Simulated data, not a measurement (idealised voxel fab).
process module | voxel spacer lines
cross-section cut | 235 nm wide | cells 5 nm
A cross-section is a grid of square cells, given in bands from the top down. A band is one or more rows of cells.
Each band's line starts with the height of the band's top and of its bottom, in nm. Then come its materials from left to right, each with its width in nm. One material with "throughout" fills the band from edge to edge. "air" is empty space.
Height 0 is the level under which the wafer as received is all one material. The lowest band goes on downwards, as in "0 down".
A width such as "30 to 40" changes by the same amount from each row of cells to the next, from the band's top row to its bottom row.
"no change" after a step means that no cell of the cross-section changed.
closed voids: empty space of 8 cells or more with no open way to the top, each as width x height at its distance from the left edge, in nm
after a step's settings: what the simulator itself notes on the step
overlay nm, on a step with a mask: how far to the right of its planned place the mask lay; to the left if negative
plan
1 op RECEIVE | material Si
2 op CONFORMAL_DEP | material SiO2 | thk nm 5
3 op DIRECTIONAL_DEP | material TiN | thk nm 20
4 op DIRECTIONAL_DEP | material aC | thk nm 20
5 op PATTERN | tone cover | mask id MANDREL | material resist | width nm 15 | pitch nm 60 | thk nm 25 | overlay nm 0
6 op DIRECTIONAL_ETCH | etch materials aC | depth nm 20
7 op STRIP | etch materials resist
8 op CONFORMAL_DEP | material SiN | thk nm 15
9 op DIRECTIONAL_ETCH | etch materials SiN | depth nm 15
10 op STRIP | etch materials aC
11 op DIRECTIONAL_ETCH | etch materials TiN | depth nm 20
12 op STRIP | etch materials SiN
13 op FILL_DEP | material SiO2 | thk nm 5
14 op CMP | height nm 25
first wafer, as planned
as received, after step 1
  0 down: Si throughout
  closed voids: none
after step 2
  5 to 0: SiO2 throughout
  below 0: unchanged
after step 3
  25 to 5: TiN throughout
  below 5: unchanged
after step 4
  45 to 25: aC throughout
  below 25: unchanged
after step 5
  70 to 45: air 80 | resist 15 | air 45 | resist 15 | air 80
  below 45: unchanged
after step 6
  50 to 45: air 80 | resist 15 | air 45 | resist 15 | air 80
  45 to 25: air 80 | aC 15 | air 45 | aC 15 | air 80
  below 25: unchanged
after step 7
  45 to 25: air 80 | aC 15 | air 45 | aC 15 | air 80
  below 25: unchanged
after step 8
  60 to 45: air 65 | SiN 45 | air 15 | SiN 45 | air 65
  45 to 40: air 65 | SiN 15 | aC 15 | SiN 15 | air 15 | SiN 15 | aC 15 | SiN 15 | air 65
  40 to 25: SiN 80 | aC 15 | SiN 45 | aC 15 | SiN 80
  below 25: unchanged
after step 9
  45 to 25: air 65 | SiN 15 | aC 15 | SiN 15 | air 15 | SiN 15 | aC 15 | SiN 15 | air 65
  below 25: unchanged
after step 10
  45 to 25: air 65 | SiN 15 | air 15 | SiN 15 | air 15 | SiN 15 | air 15 | SiN 15 | air 65
  below 25: unchanged
after step 11
  45 to 25: air 65 | SiN 15 | air 15 | SiN 15 | air 15 | SiN 15 | air 15 | SiN 15 | air 65
  25 to 5: air 65 | TiN 15 | air 15 | TiN 15 | air 15 | TiN 15 | air 15 | TiN 15 | air 65
  below 5: unchanged
after step 12
  25 to 5: air 65 | TiN 15 | air 15 | TiN 15 | air 15 | TiN 15 | air 15 | TiN 15 | air 65
  below 5: unchanged
after step 13
  30 to 25: SiO2 throughout
  25 to 5: SiO2 65 | TiN 15 | SiO2 15 | TiN 15 | SiO2 15 | TiN 15 | SiO2 15 | TiN 15 | SiO2 65
  below 5: unchanged
after step 14
  25 to 5: SiO2 65 | TiN 15 | SiO2 15 | TiN 15 | SiO2 15 | TiN 15 | SiO2 15 | TiN 15 | SiO2 65
  below 5: unchanged
second wafer: like start, like plan, one mistake. Through step 13 it matches the first wafer
when step 14 should have ended
  20 to 5: SiO2 65 | TiN 15 | SiO2 15 | TiN 15 | SiO2 15 | TiN 15 | SiO2 15 | TiN 15 | SiO2 65
  below 5: unchanged
what went wrong: step 14 ran as: op CMP | height nm 20
at the end the second wafer has, in cells: 35 fewer of SiO2 | 12 fewer of TiN
